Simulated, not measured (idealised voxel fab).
Documented hereafter: the process module known as voxel ribs on slabs.
FYI the section here is cut, 290 nm wide, cells are 5 nm squares.
Bands, listed from the top down, are how a cross-section gets written in this document; the cross-section itself is a grid of square cells, and a band is one or more rows of them. Each band's line starts with the height of the band's top and of its bottom, in nm. Then come its materials from left to right, each with its width in nm. One material with "throughout" fills the band from edge to edge. "empty" is empty space. The level at which height equals 0 is the one under which the wafer, as it arrives, is entirely one material. No lower edge exists for the bottom band, which continues downward and is notated as in "0..down". Top row gets the first number, bottom row gets the second, and each row in between changes by the same step: that is how a band width like "30..40" works. The designation "nothing altered", where it is given for a processing step, indicates that no cell of the cross-section was altered in the course of that step. Entry "Enclosed empty spaces". Content: empty spaces with no open connection to the top, size 8 cells or greater. Each: width x height at distance. Distance: from left edge. Unit: nm. On a step's line, text after the settings is the simulator commenting on that step. Regarding "overlay nm": on a step with a mask, it is the distance the mask lay to the right of its planned place; a negative value places it to the left.

# Planned step list for the process
| 1 | RECEIVE, material Si |
| 2 | DIRECTIONAL_DEP, material SiO2, thk nm 25 |
| 3 | DIRECTIONAL_DEP, material polySi, thk nm 20 |
| 4 | DIRECTIONAL_DEP, material aC, thk nm 15 |
| 5 | PATTERN, tone cover, mask id RIB, material resist, width nm 25, thk nm 35, overlay nm 0 |
| 6 | DIRECTIONAL_ETCH, etch materials aC, depth nm 15 |
| 7 | STRIP, etch materials resist |
| 8 | DIRECTIONAL_ETCH, etch materials polySi, depth nm 5 |
| 9 | STRIP, etch materials aC |
| 10 | DIRECTIONAL_DEP, material aC, thk nm 15 |
| 11 | PATTERN, tone cover, mask id SLAB, material resist, width nm 85, thk nm 30, overlay nm 0 |
| 12 | DIRECTIONAL_ETCH, etch materials aC, depth nm 15 |
| 13 | STRIP, etch materials resist |
| 14 | DIRECTIONAL_ETCH, etch materials polySi, depth nm 15 |
| 15 | STRIP, etch materials aC |
| 16 | FILL_DEP, material SiO2, thk nm 20 |
| 17 | CMP, height nm 55 |
| 18 | DIRECTIONAL_DEP, material TiN, thk nm 10 |
| 19 | PATTERN, tone cover, mask id HEATER, material resist, width nm 35, thk nm 20, overlay nm 0 |
| 20 | DIRECTIONAL_ETCH, etch materials TiN, depth nm 10 |
| 21 | STRIP, etch materials resist |
| 22 | CONFORMAL_DEP, material SiO2, thk nm 10 |

# Cross-section of the incoming wafer, state after step 1
    0..down = Si throughout
    Enclosed empty spaces: none

# End-of-module XS, first of two wafers, run as planned
    75..65 = empty (115), then SiO2 (55), then empty (120)
    65..55 = SiO2 (125), then TiN (35), then SiO2 (130)
    55..45 = SiO2 throughout
    45..40 = SiO2 (130), then polySi (25), then SiO2 (135)
    40..25 = SiO2 (100), then polySi (85), then SiO2 (105)
    25..0 = SiO2 throughout
    0..down = Si throughout
    Enclosed empty spaces: none

# Wafer two, sectioned after the module: the first wafer's start, the first wafer's plan, and one mistake in how it was run
    65..55 = empty (125), then TiN (35), then empty (130)
    55..45 = SiO2 throughout
    45..40 = SiO2 (130), then polySi (25), then SiO2 (135)
    40..25 = SiO2 (100), then polySi (85), then SiO2 (105)
    25..0 = SiO2 throughout
    0..down = Si throughout
    Enclosed empty spaces: none
What broke from the plan during processing? heads up, step 22 of the plan was skipped and never actually ran
Materials where the second wafer ends with more or fewer cells than the first: -124 SiO2
